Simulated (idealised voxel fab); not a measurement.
The following process module bears the name voxel released beams.
The cross-section shown here is cut; it is 190 nm wide and divided into square cells measuring 5 nm on a side.
Cross-section = grid of square cells, listed top down in bands; band = one or more rows. Read a band's entry like this: the first values are the height of its top and the height of its bottom in nm, and what follows is the sequence of materials from left to right, each with its width in nm. Note that "blank" is empty space, and that a single material marked "throughout" reaches across the band from edge to edge. Counting heights begins at 0, where everything beneath is, in the wafer as received, one material. The lowest band has no bottom; it goes on downwards, as "top 0, no bottom" shows. Think of "30 to 40" as a width that walks from the first number to the second as you go down the band, top row to bottom row, taking equal-sized steps from row to row. Basically "everything unchanged" means that step didn't change any cell in the cross-section. If an empty space has no open way to the top and is at least 8 cells in size, "Trapped voids" lists it, written width x height at distance, where distance is measured from the left edge and every value is in nm. Read whatever lies past the settings on a step's line as the simulator's own remark about the step. Among the settings permitted on a step's line is "overlay nm"; applied to a step with a mask, it specifies the extent to which the mask lay to the right of its planned position, whereas a negative figure signifies a position to the left.
[Planned process steps]
step 1: op RECEIVE | material Si
step 2: op CONFORMAL_DEP | material Al2O3 | thk nm 5
step 3: op DIRECTIONAL_DEP | material SiO2 | thk nm 20
step 4: op MASKED_ETCH | tone open | mask id ANCHOR | width nm 35 | etch materials SiO2 | depth nm 20 | overlay nm 0
step 5: op CONFORMAL_DEP | material W | thk nm 15
step 6: op MASKED_ETCH | tone cover | mask id BEAM | width nm 90 | etch materials W | depth nm 15 | overlay nm 0
step 7: op STRIP | etch materials SiO2
[The cross-section here shows the wafer as received, i.e. in its state after step 1]
	top 0, no bottom = Si throughout
	Trapped voids: none
[Run as planned - first of the two wafers cross-sectioned at the end of the module]
	top 40, bottom 25 = blank (45) | W (20) | blank (5) | W (65) | blank (55)
	top 25, bottom 20 = blank (50) | W (15) | blank (5) | W (15) | blank (105)
	top 20, bottom 5 = blank (50) | W (35) | blank (105)
	top 5, bottom 0 = Al2O3 throughout
	top 0, no bottom = Si throughout
	Trapped voids: none
[End of module, second wafer, cross-section. Started like the first, planned like the first, run with one mistake]
	top 55, bottom 40 = blank (45) | W (90) | blank (55)
	top 40, bottom 25 = W throughout
	top 25, bottom 5 = SiO2 (50) | W (35) | SiO2 (105)
	top 5, bottom 0 = Al2O3 throughout
	top 0, no bottom = Si throughout
	Trapped voids: none
Misprocessing identified: plan step 5 was twice executed
End check, counted in cells, second wafer has more or fewer of these materials than the first: SiO2: 124 more, W: 118 more
